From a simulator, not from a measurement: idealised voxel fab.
process module | voxel ribs on slabs
cross-section cut | 270 nm wide | cells 5 nm
A cross-section is a grid of square cells, given in bands from the top down. A band is one or more rows of cells.
Each band's line starts with the height of the band's top and of its bottom, in nm. Then come its materials from left to right, each with its width in nm. One material with "throughout" fills the band from edge to edge. "air" is empty space.
Height 0 is the level under which the wafer as received is all one material. The lowest band goes on downwards, as in "0 down".
A width such as "30 to 40" changes by the same amount from each row of cells to the next, from the band's top row to its bottom row.
"no change" after a step means that no cell of the cross-section changed.
closed voids: empty space of 8 cells or more with no open way to the top, each as width x height at its distance from the left edge, in nm
after a step's settings: what the simulator itself notes on the step
overlay nm, on a step with a mask: how far to the right of its planned place the mask lay; to the left if negative
plan
1 op RECEIVE | material Si
2 op DIRECTIONAL_DEP | material SiO2 | thk nm 30
3 op DIRECTIONAL_DEP | material SiN | thk nm 15
4 op PATTERN | tone cover | mask id RIB | material resist | width nm 25 | thk nm 20 | overlay nm 0
5 op DIRECTIONAL_ETCH | etch materials SiN | depth nm 15
6 op STRIP | etch materials resist
7 op PATTERN | tone cover | mask id SLAB | material resist | width nm 55 | thk nm 20 | overlay nm 0
8 op DIRECTIONAL_ETCH | etch materials SiN | depth nm 5
9 op STRIP | etch materials resist
10 op FILL_DEP | material SiO2 | thk nm 15
11 op CMP | height nm 60
12 op DIRECTIONAL_DEP | material W | thk nm 10
13 op MASKED_ETCH | tone cover | mask id HEATER | width nm 35 | etch materials W | depth nm 10 | overlay nm 0
14 op CONFORMAL_DEP | material SiN | thk nm 5
varied across the wafers: thk nm of step 3. The plan shows the first wafer's value. All wafers start alike
first wafer as received, after step 1
  0 down: Si throughout
  closed voids: none
first wafer at the end, after step 14
  75 to 70: air 110 | SiN 45 | air 115
  70 to 65: air 110 | SiN 5 | W 35 | SiN 5 | air 115
  65 to 60: SiN 115 | W 35 | SiN 120
  60 to 45: SiO2 throughout
  45 to 30: SiO2 120 | SiN 25 | SiO2 125
  30 to 0: SiO2 throughout
  0 down: Si throughout
  closed voids: none
last wafer at the end
  75 to 70: air 110 | SiN 45 | air 115
  70 to 65: air 110 | SiN 5 | W 35 | SiN 5 | air 115
  65 to 60: SiN 115 | W 35 | SiN 120
  60 to 50: SiO2 120 | SiN 25 | SiO2 125
  50 to 45: SiO2 105 | SiN 55 | SiO2 110
  45 to 30: SiN throughout
  30 to 0: SiO2 throughout
  0 down: Si throughout
  closed voids: none
each wafer at the end: cells of each material gained (+) or lost (-) since it was received, then its closed voids
thk nm 15 | +73 SiN | +633 SiO2 | +14 W | closed voids: none
thk nm 20 | +84 SiN | +622 SiO2 | +14 W | closed voids: none
thk nm 25 | +138 SiN | +568 SiO2 | +14 W | closed voids: none
thk nm 30 | +192 SiN | +514 SiO2 | +14 W | closed voids: none
thk nm 35 | +241 SiN | +465 SiO2 | +14 W | closed voids: none
